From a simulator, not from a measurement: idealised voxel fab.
Proc. module: voxel wiring stack
The cross-section on display is named cut; it measures 250 nm wide, and its cells are 5 nm squares.
Think of the cross-section as a grid of square cells. We describe it in bands, top to bottom, and each band covers one or more rows of those cells. Look at the band entry: it leads with the top's height and the bottom's height in nm. Then it lists the materials left to right, with a width in nm for each. The word "full width" on a single material says that material fills the band edge to edge. The word "blank" is empty space. Heights are measured from 0, the level below which the as-received wafer is all one material; the lowest band has no bottom and continues downward, written as in "0 nm and below". The two numbers in a width such as "30 to 40" mark its ends across the band: the first belongs to the top row of cells, the second to the bottom row, and from each row to the next the width moves by the same amount. Basically "nothing altered" means that step didn't change any cell in the cross-section. Empty spaces counting at least 8 cells and having no open way to the top are listed in "Cavities, closed". The notation width x height at distance is used for each, the distance being from the left edge and all three values in nm. Whatever follows a step's settings on its line is a remark the simulator itself makes about that step. If you see "overlay nm" on a step's line and that step has a mask, it's telling you how far right of where it was planned the mask ended up; a negative number means it went left instead.
-- The steps planned for the process are as follows
- 1: RECEIVE: material Si
- 2: CONFORMAL_DEP: material SiO2, thk nm 15
- 3: CONFORMAL_DEP: material SiN, thk nm 5
- 4: DIRECTIONAL_DEP: material lowk, thk nm 20
- 5: MASKED_ETCH: tone open, mask id METAL_1, width nm 30, pitch nm 60, etch materials lowk, depth nm 20, overlay nm 0
- 6: MASKED_ETCH: tone open, mask id METAL_1, width nm 30, pitch nm 60, etch materials SiN, depth nm 5, overlay nm 0
- 7: CONFORMAL_DEP: material TiN, thk nm 5
- 8: FILL_DEP: material Cu, thk nm 10
- 9: CMP: height nm 40
- 10: CONFORMAL_DEP: material SiCN, thk nm 5
- 11: DIRECTIONAL_DEP: material lowk, thk nm 20
- 12: PATTERN: tone open, mask id PLUG_1, material resist, width nm 15, pitch nm 60, thk nm 15, overlay nm 0
- 13: DIRECTIONAL_ETCH: etch materials lowk, depth nm 20
- 14: DIRECTIONAL_ETCH: etch materials SiCN, depth nm 5
- 15: STRIP: etch materials resist
- 16: CONFORMAL_DEP: material TiN, thk nm 5
- 17: FILL_DEP: material Ru, thk nm 5
- 18: CMP: height nm 65
- 19: CONFORMAL_DEP: material SiN, thk nm 5
- 20: DIRECTIONAL_DEP: material SiO2, thk nm 15
- 21: DIRECTIONAL_DEP: material aC, thk nm 15
- 22: PATTERN: tone open, mask id METAL_2, material resist, width nm 30, pitch nm 60, thk nm 35, overlay nm 0
- 23: DIRECTIONAL_ETCH: etch materials aC, depth nm 15
- 24: STRIP: etch materials resist
- 25: DIRECTIONAL_ETCH: etch materials SiO2, depth nm 15
- 26: DIRECTIONAL_ETCH: etch materials SiN, depth nm 5
- 27: STRIP: etch materials aC
- 28: CONFORMAL_DEP: material TiN, thk nm 5
- 29: FILL_DEP: material Cu, thk nm 5
- 30: CMP: height nm 85
- 31: CONFORMAL_DEP: material SiN, thk nm 5
-- Incoming wafer in cross-section (state: after step 1)
	0 nm and below | Si full width
	Cavities, closed: none
-- Cross-section taken at module completion on the first of two wafers; processed per the plan
	90 nm to 85 nm | SiN full width
	85 nm to 70 nm | 50 nm SiO2 / 5 nm TiN / 20 nm Cu / 5 nm TiN / 30 nm SiO2 / 5 nm TiN / 20 nm Cu / 5 nm TiN / 30 nm SiO2 / 5 nm TiN / 20 nm Cu / 5 nm TiN / 50 nm SiO2
	70 nm to 65 nm | 50 nm SiN / 30 nm TiN / 30 nm SiN / 30 nm TiN / 30 nm SiN / 30 nm TiN / 50 nm SiN
	65 nm to 45 nm | 50 nm lowk / 5 nm TiN / 5 nm Ru / 5 nm TiN / 45 nm lowk / 5 nm TiN / 5 nm Ru / 5 nm TiN / 45 nm lowk / 5 nm TiN / 5 nm Ru / 5 nm TiN / 65 nm lowk
	45 nm to 40 nm | 50 nm SiCN / 15 nm TiN / 45 nm SiCN / 15 nm TiN / 45 nm SiCN / 15 nm TiN / 65 nm SiCN
	40 nm to 20 nm | 50 nm lowk / 5 nm TiN / 20 nm Cu / 5 nm TiN / 30 nm lowk / 5 nm TiN / 20 nm Cu / 5 nm TiN / 30 nm lowk / 5 nm TiN / 20 nm Cu / 5 nm TiN / 50 nm lowk
	20 nm to 15 nm | 50 nm SiN / 30 nm TiN / 30 nm SiN / 30 nm TiN / 30 nm SiN / 30 nm TiN / 50 nm SiN
	15 nm to 0 nm | SiO2 full width
	0 nm and below | Si full width
	Cavities, closed: none
-- Wafer two (of two), end-of-module cross-section: start = wafer one, plan = wafer one, one run mistake
	90 nm to 85 nm | SiN full width
	85 nm to 70 nm | 50 nm SiO2 / 5 nm TiN / 20 nm Cu / 5 nm TiN / 30 nm SiO2 / 5 nm TiN / 20 nm Cu / 5 nm TiN / 30 nm SiO2 / 5 nm TiN / 20 nm Cu / 5 nm TiN / 50 nm SiO2
	70 nm to 65 nm | 50 nm SiN / 30 nm TiN / 30 nm SiN / 30 nm TiN / 30 nm SiN / 30 nm TiN / 50 nm SiN
	65 nm to 45 nm | 50 nm lowk / 5 nm TiN / 5 nm Ru / 5 nm TiN / 45 nm lowk / 5 nm TiN / 5 nm Ru / 5 nm TiN / 45 nm lowk / 5 nm TiN / 5 nm Ru / 5 nm TiN / 65 nm lowk
	45 nm to 40 nm | 50 nm SiCN / 15 nm TiN / 45 nm SiCN / 15 nm TiN / 45 nm SiCN / 15 nm TiN / 65 nm SiCN
	40 nm to 35 nm | 55 nm TiN / 20 nm Cu / 40 nm TiN / 20 nm Cu / 40 nm TiN / 20 nm Cu / 55 nm TiN
	35 nm to 15 nm | 50 nm lowk / 5 nm TiN / 20 nm Cu / 5 nm TiN / 30 nm lowk / 5 nm TiN / 20 nm Cu / 5 nm TiN / 30 nm lowk / 5 nm TiN / 20 nm Cu / 5 nm TiN / 50 nm lowk
	15 nm to 10 nm | 50 nm SiN / 30 nm TiN / 30 nm SiN / 30 nm TiN / 30 nm SiN / 30 nm TiN / 50 nm SiN
	10 nm to 0 nm | SiO2 full width
	0 nm and below | Si full width
	Cavities, closed: none
Against the plan, the run slipped here: it should be noted that step 2 was executed with settings other than those planned, the operation and settings actually applied being CONFORMAL_DEP: material SiO2, thk nm 10
Final tally in cells, some materials are higher or lower on the second wafer than on the first: Cu +12; SiO2 -50; TiN +38
